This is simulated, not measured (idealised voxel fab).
Documented hereafter: the process module known as voxel gate over fins.
It is cross-section cut that appears here, measuring 280 nm in width, its square cells being 5 nm in size.
Cross-section layout: square cells on a grid; listed as bands, top to bottom; a band spans one or more cell rows. Top, bottom (nm), then materials left to right with widths (nm); lone material tagged "all across" fills the whole band edge to edge; "empty" = empty space. Beneath 0, the wafer as received is one material, and that level is where height counting begins. The lowest band goes on downward without a bottom; it is written like "top 0, no bottom". Top row gets the first number, bottom row gets the second, and each row in between changes by the same step: that is how a band width like "30->40" works. "remained unchanged" (step): cross-section cells unchanged, all of them. Each empty space that has no open way to the top and spans at least 8 cells appears under "Voids, fully enclosed" as width x height at distance, the distance counted from the left edge, all in nm. Text after the settings on a step's line: the simulator's own remark on that step. You can add "overlay nm" to a step's line. For a step with a mask, it describes how far the mask lay to the right of its planned position, and a negative number describes a lay to the left.
Steps in the process plan:
step 1: RECEIVE,material Si
step 2: CONFORMAL_DEP,material SiN,thk nm 10
step 3: MASKED_ETCH,tone cover,mask id FINS,width nm 15,pitch nm 55,etch materials SiN,depth nm 10,overlay nm -15
step 4: MASKED_ETCH,tone cover,mask id FINS,width nm 15,pitch nm 55,etch materials Si,depth nm 30,overlay nm 0
step 5: OXIDIZE,depth nm 5
step 6: FILL_DEP,material SiO2,thk nm 5
step 7: CMP,height nm 10
step 8: PATTERN,tone open,mask id RAIL,material resist,width nm 15,thk nm 15,overlay nm 0
step 9: DIRECTIONAL_ETCH,etch materials SiO2,depth nm 35
step 10: STRIP,etch materials resist
step 11: CONFORMAL_DEP,material TiN,thk nm 5
step 12: FILL_DEP,material Ru,thk nm 10
step 13: CMP,height nm 10
step 14: SELECTIVE_ETCH,etch materials W Ru TiN,depth nm 25
step 15: FILL_DEP,material SiO2,thk nm 5
step 16: CMP,height nm 10
step 17: SELECTIVE_ETCH,etch materials SiO2,depth nm 20
step 18: STRIP,etch materials SiN
step 19: CONFORMAL_DEP,material HfO2,thk nm 5
step 20: CONFORMAL_DEP,material TiN,thk nm 5
step 21: FILL_DEP,material W,thk nm 10
step 22: CMP,height nm 15
step 23: CONFORMAL_DEP,material SiN,thk nm 5
The wafers in this document start out alike and differ in the overlay nm applied at step 3; the plan shows the value used for the first wafer.
Cross-section of the first incoming wafer of several, state after step 1:
* top 0, no bottom  Si all across
* Voids, fully enclosed: none
Here's the first of several wafers in cross-section, end of the module, after the last step, step 23:
* top 20, bottom 15  SiN all across
* top 15, bottom 10  W all across
* top 10, bottom 5  W: 30 | TiN: 25 | W: 30 | TiN: 25 | W: 30 | TiN: 25 | W: 30 | TiN: 25 | W: 60
* top 5, bottom 0  W: 30 | TiN: 5 | HfO2: 15 | TiN: 20 | W: 15 | TiN: 5 | HfO2: 15 | TiN: 20 | W: 15 | TiN: 5 | HfO2: 15 | TiN: 20 | W: 15 | TiN: 5 | HfO2: 15 | TiN: 20 | W: 45
* top 0, bottom -5  TiN: 35 | HfO2: 5 | Si: 5 | HfO2: 20 | TiN: 25 | HfO2: 5 | Si: 5 | HfO2: 20 | TiN: 25 | HfO2: 5 | Si: 5 | HfO2: 20 | TiN: 25 | HfO2: 5 | Si: 5 | HfO2: 20 | TiN: 50
* top -5, bottom -10  HfO2: 40 | Si: 20 | HfO2: 35 | Si: 20 | HfO2: 35 | Si: 20 | HfO2: 35 | Si: 20 | HfO2: 55
* top -10, bottom -15  SiO2: 40 | Si: 20 | SiO2: 35 | Si: 20 | SiO2: 35 | Si: 20 | SiO2: 35 | Si: 20 | SiO2: 55
* top -15, bottom -20  SiO2: 40 | Si: 20 | SiO2: 15 | TiN: 5 | Ru: 5 | TiN: 5 | SiO2: 5 | Si: 20 | SiO2: 35 | Si: 20 | SiO2: 35 | Si: 20 | SiO2: 55
* top -20, bottom -25  SiO2: 40 | Si: 20 | SiO2: 15 | TiN: 15 | SiO2: 5 | Si: 20 | SiO2: 35 | Si: 20 | SiO2: 35 | Si: 20 | SiO2: 55
* top -25, bottom -35  SiO2: 40 | Si: 20 | SiO2: 35 | Si: 20 | SiO2: 35 | Si: 20 | SiO2: 35 | Si: 20 | SiO2: 55
* top -35, no bottom  Si all across
* Voids, fully enclosed: none
Here we cross-sectioned the last of the wafers once the module was done:
* top 20, bottom 15  SiN all across
* top 15, bottom 10  W all across
* top 10, bottom 5  W: 60 | TiN: 25 | W: 30 | TiN: 25 | W: 30 | TiN: 25 | W: 30 | TiN: 25 | W: 30
* top 5, bottom 0  W: 45 | TiN: 20 | HfO2: 15 | TiN: 5 | W: 15 | TiN: 20 | HfO2: 15 | TiN: 5 | W: 15 | TiN: 20 | HfO2: 15 | TiN: 5 | W: 15 | TiN: 20 | HfO2: 15 | TiN: 5 | W: 30
* top 0, bottom -5  TiN: 50 | HfO2: 20 | Si: 5 | HfO2: 5 | TiN: 25 | HfO2: 20 | Si: 5 | HfO2: 5 | TiN: 25 | HfO2: 20 | Si: 5 | HfO2: 5 | TiN: 25 | HfO2: 20 | Si: 5 | HfO2: 5 | TiN: 35
* top -5, bottom -10  HfO2: 55 | Si: 20 | HfO2: 35 | Si: 20 | HfO2: 35 | Si: 20 | HfO2: 35 | Si: 20 | HfO2: 40
* top -10, bottom -15  SiO2: 55 | Si: 20 | SiO2: 35 | Si: 20 | SiO2: 35 | Si: 20 | SiO2: 35 | Si: 20 | SiO2: 40
* top -15, bottom -25  SiO2: 55 | Si: 20 | SiO2: 5 | TiN: 10 | SiO2: 20 | Si: 20 | SiO2: 35 | Si: 20 | SiO2: 35 | Si: 20 | SiO2: 40
* top -25, bottom -35  SiO2: 55 | Si: 20 | SiO2: 35 | Si: 20 | SiO2: 35 | Si: 20 | SiO2: 35 | Si: 20 | SiO2: 40
* top -35, no bottom  Si all across
* Voids, fully enclosed: none
Per-wafer rows below. For each material: cells gained (+) or lost (-) since the wafer was received, as of end of module. Then: closed voids:
overlay nm -15; +72 HfO2; +1 Ru; -292 Si; +56 SiN; +194 SiO2; +77 TiN; +116 W; Voids, fully enclosed: none
overlay nm -10; +72 HfO2; +1 Ru; -316 Si; +56 SiN; +214 SiO2; +77 TiN; +120 W; Voids, fully enclosed: none
overlay nm -5; +72 HfO2; +1 Ru; -340 Si; +56 SiN; +234 SiO2; +77 TiN; +124 W; Voids, fully enclosed: none
overlay nm 0; +72 HfO2; +1 Ru; -364 Si; +56 SiN; +254 SiO2; +77 TiN; +128 W; Voids, fully enclosed: none
overlay nm 5; +72 HfO2; +1 Ru; -340 Si; +56 SiN; +234 SiO2; +77 TiN; +124 W; Voids, fully enclosed: none
overlay nm 10; +72 HfO2; +1 Ru; -316 Si; +56 SiN; +214 SiO2; +77 TiN; +120 W; Voids, fully enclosed: none
overlay nm 15; +72 HfO2; -292 Si; +56 SiN; +196 SiO2; +76 TiN; +116 W; Voids, fully enclosed: none
